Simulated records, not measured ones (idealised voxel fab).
You're looking at the process module voxel quadruple lines.
Displayed cross-section: cut, width of 140 nm, square cells sized 5 nm.
If you're reading a cross-section in this doc, picture square cells in a grid; it comes to you as bands, top ones listed first down to the bottom, and a band can be one or more rows of cells. What a band's entry tells you: where the top is and where the bottom is, as heights in nm, and after that what lies inside, material by material from left to right, each with its width in nm. Empty space is written as the word "air", and a single material marked with the word "edge to edge" occupies the band from edge to edge. The reference from which all heights are counted is 0, the level beneath which the as-received wafer is entirely one material; the lowest band, having no lower bound, proceeds downward and is written after the example "from 0 down". A two-number width, for instance "30 to 40", indicates that the width is equal to the first number in the top row of the band and to the second number in the bottom row, and that it changes by a constant amount per row of cells. Key: "remained the same" - step with no changed cell in the cross-section. The list in "Tabulated closed voids" covers empty spaces of 8 cells or more that cannot reach the top through any open way, and it gives each as width x height at distance; the distance is from the left edge, and width, height and distance are in nm. after a step's settings: what the simulator itself notes on the step. The optional step-line setting "overlay nm" applies to steps with a mask and quantifies how far to the right of its planned location the mask lay, a negative value indicating leftward placement.

-- List of planned process steps
| 1 | RECEIVE (material Si) |
| 2 | CONFORMAL_DEP (material SiO2; thk nm 10) |
| 3 | DIRECTIONAL_DEP (material Ru; thk nm 10) |
| 4 | DIRECTIONAL_DEP (material polySi; thk nm 20) |
| 5 | DIRECTIONAL_DEP (material aC; thk nm 20) |
| 6 | PATTERN (tone cover; mask id MANDREL; material resist; width nm 35; thk nm 25; overlay nm 0) |
| 7 | DIRECTIONAL_ETCH (etch materials aC; depth nm 20) |
| 8 | STRIP (etch materials resist) |
| 9 | CONFORMAL_DEP (material SiO2; thk nm 15) |
| 10 | DIRECTIONAL_ETCH (etch materials SiO2; depth nm 15) |
| 11 | STRIP (etch materials aC) |
| 12 | DIRECTIONAL_ETCH (etch materials polySi; depth nm 20) |
| 13 | STRIP (etch materials SiO2) |
| 14 | CONFORMAL_DEP (material SiN; thk nm 5) |
| 15 | DIRECTIONAL_ETCH (etch materials SiN; depth nm 10) |
| 16 | STRIP (etch materials polySi) |
| 17 | DIRECTIONAL_ETCH (etch materials Ru; depth nm 10) |
| 18 | STRIP (etch materials SiN) |
Variable across wafers: step 14 thk nm (plan value is that of the first wafer; starting state common to all).

-- Step 1 complete: as-received cross-section of the first of several wafers
* from 0 down = Si edge to edge
* Tabulated closed voids: none

-- Shown in cross-section: the first of several wafers at the end of the module, after its last step, step 18
* from 20 to 10 = air (30), then Ru (5), then air (15), then Ru (5), then air (25), then Ru (5), then air (15), then Ru (5), then air (35)
* from 10 to 0 = SiO2 edge to edge
* from 0 down = Si edge to edge
* Tabulated closed voids: none

-- Cross-section of the final wafer among several, taken at the end of the module
* from 40 to 20 = air (35), then polySi (15), then air (35), then polySi (15), then air (40)
* from 20 to 10 = Ru edge to edge
* from 10 to 0 = SiO2 edge to edge
* from 0 down = Si edge to edge
* Tabulated closed voids: none

-- Below, a row for every wafer. Read it as the end-of-module picture: for each material the wafer shows its cells gained (+) or lost (-) since it was received, and then its closed voids
thk nm 5, +8 Ru, +56 SiO2, Tabulated closed voids: none
thk nm 10, +16 Ru, +56 SiO2, Tabulated closed voids: none
thk nm 15, +56 Ru, +56 SiO2, +24 polySi, Tabulated closed voids: none
thk nm 20, +56 Ru, +56 SiO2, +24 polySi, Tabulated closed voids: none
thk nm 25, +56 Ru, +56 SiO2, +24 polySi, Tabulated closed voids: none
